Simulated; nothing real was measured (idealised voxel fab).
The following is a process module called voxel quadruple lines.
Section cut is 190 nm wide and gridded with 5 nm square cells.
Format of a cross-section: grid, square cells. Given as bands. Order: top down. Band: one or more rows of cells.
The entry gives the band's vertical extent as a top height and a bottom height in nm, then its horizontal make-up as materials from left to right, each with a width in nm. "empty" stands for empty space; a single material marked "full width" fills the band edge to edge.
Measure heights from 0. That's the level where, below it, the as-received wafer is all one material. The lowest band is bottomless and extends downward; write it as in "0 down".
A width such as "30..40" changes by the same amount from each row of cells to the next, from the band's top row to its bottom row.
No cell of the cross-section changed in a step that is given as "same as before".
This entry, "Sealed cavities", enumerates those empty regions of no fewer than 8 cells that possess no open connection to the top. Each region is reported in the form width x height at distance, the distance being taken from the left edge, with all three quantities expressed in nm.
Heads up: the bit after the settings on a step's line is the simulator's remark on that step.
The optional step-line setting "overlay nm" applies to steps with a mask and quantifies how far to the right of its planned location the mask lay, a negative value indicating leftward placement.
[These are the steps we planned for the process]
- 1: RECEIVE, material Si
- 2: CONFORMAL_DEP, material SiO2, thk nm 10
- 3: DIRECTIONAL_DEP, material TiN, thk nm 10
- 4: DIRECTIONAL_DEP, material polySi, thk nm 20
- 5: DIRECTIONAL_DEP, material aC, thk nm 25
- 6: PATTERN, tone cover, mask id MANDREL, material resist, width nm 20, thk nm 35, overlay nm 0
- 7: DIRECTIONAL_ETCH, etch materials aC, depth nm 25
- 8: STRIP, etch materials resist
- 9: CONFORMAL_DEP, material SiO2, thk nm 10
- 10: DIRECTIONAL_ETCH, etch materials SiO2, depth nm 10
- 11: STRIP, etch materials aC
- 12: DIRECTIONAL_ETCH, etch materials polySi, depth nm 20
- 13: STRIP, etch materials SiO2
- 14: CONFORMAL_DEP, material SiN, thk nm 5
- 15: DIRECTIONAL_ETCH, etch materials SiN, depth nm 5
- 16: STRIP, etch materials polySi
- 17: DIRECTIONAL_ETCH, etch materials TiN, depth nm 10
- 18: STRIP, etch materials SiN
- 19: FILL_DEP, material SiO2, thk nm 10
- 20: CMP, height nm 20
[Cross-sectional view of the wafer in its as-received condition, corresponding to the state after step 1]
	0 down  Si full width
	Sealed cavities: none
[First of two wafers at the end of the module, shown in cross-section; run carried out as planned]
	20 to 10  70 of SiO2; 5 of TiN; 10 of SiO2; 5 of TiN; 10 of SiO2; 5 of TiN; 10 of SiO2; 5 of TiN; 70 of SiO2
	10 to 0  SiO2 full width
	0 down  Si full width
	Sealed cavities: none
[Same start, same plan as the first wafer - but one mistake in the run. Cross-section of the second of the two at the end of the module]
	20 to 10  SiO2 full width
	10 to 0  70 of SiO2; 5 of TiN; 10 of SiO2; 5 of TiN; 10 of SiO2; 5 of TiN; 10 of SiO2; 5 of TiN; 70 of SiO2
	0 down  Si full width
	Sealed cavities: none
Short version of what went wrong: skipped: plan step 2 (never run)
At the end, the second wafer has the same number of cells of each material as the first, but those cells sit in other places.
